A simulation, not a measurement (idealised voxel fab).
process module | voxel trench capacitor
cross-section cut | 200 nm wide | cells 5 nm
A cross-section is a grid of square cells, given in bands from the top down. A band is one or more rows of cells.
Each band's line starts with the height of the band's top and of its bottom, in nm. Then come its materials from left to right, each with its width in nm. One material with "throughout" fills the band from edge to edge. "air" is empty space.
Height 0 is the level under which the wafer as received is all one material. The lowest band goes on downwards, as in "0 down".
A width such as "30 to 40" changes by the same amount from each row of cells to the next, from the band's top row to its bottom row.
"no change" after a step means that no cell of the cross-section changed.
closed voids: empty space of 8 cells or more with no open way to the top, each as width x height at its distance from the left edge, in nm
after a step's settings: what the simulator itself notes on the step
overlay nm, on a step with a mask: how far to the right of its planned place the mask lay; to the left if negative
plan
1 op RECEIVE | material Si
2 op CONFORMAL_DEP | material SiN | thk nm 5
3 op DIRECTIONAL_DEP | material aC | thk nm 10
4 op PATTERN | tone open | mask id TRENCH | material resist | width nm 25 | pitch nm 55 | thk nm 30 | overlay nm 0
5 op DIRECTIONAL_ETCH | etch materials aC | depth nm 10
6 op STRIP | etch materials resist
7 op DIRECTIONAL_ETCH | etch materials SiN | depth nm 5
8 op DIRECTIONAL_ETCH | etch materials Si | depth nm 35
9 op STRIP | etch materials aC
10 op CONFORMAL_DEP | material Al2O3 | thk nm 5
11 op FILL_DEP | material polySi | thk nm 5
12 op CMP | height nm 5
as received, after step 1
  0 down: Si throughout
  closed voids: none
first wafer at the end, as planned
  5 to 0: SiN 60 | Al2O3 5 | polySi 15 | Al2O3 5 | SiN 30 | Al2O3 5 | polySi 15 | Al2O3 5 | SiN 60
  0 to -30: Si 60 | Al2O3 5 | polySi 15 | Al2O3 5 | Si 30 | Al2O3 5 | polySi 15 | Al2O3 5 | Si 60
  -30 to -35: Si 60 | Al2O3 25 | Si 30 | Al2O3 25 | Si 60
  -35 down: Si throughout
  closed voids: none
second wafer at the end: like start, like plan, one mistake
  5 to 0: SiN 50 | Al2O3 5 | polySi 15 | Al2O3 5 | SiN 30 | Al2O3 5 | polySi 15 | Al2O3 5 | SiN 70
  0 to -30: Si 50 | Al2O3 5 | polySi 15 | Al2O3 5 | Si 30 | Al2O3 5 | polySi 15 | Al2O3 5 | Si 70
  -30 to -35: Si 50 | Al2O3 25 | Si 30 | Al2O3 25 | Si 70
  -35 down: Si throughout
  closed voids: none
what went wrong: step 4 ran as: op PATTERN | tone open | mask id TRENCH | material resist | width nm 25 | pitch nm 55 | thk nm 30 | overlay nm -10
at the end the second wafer has, in cells: as many of each material as the first, in other places
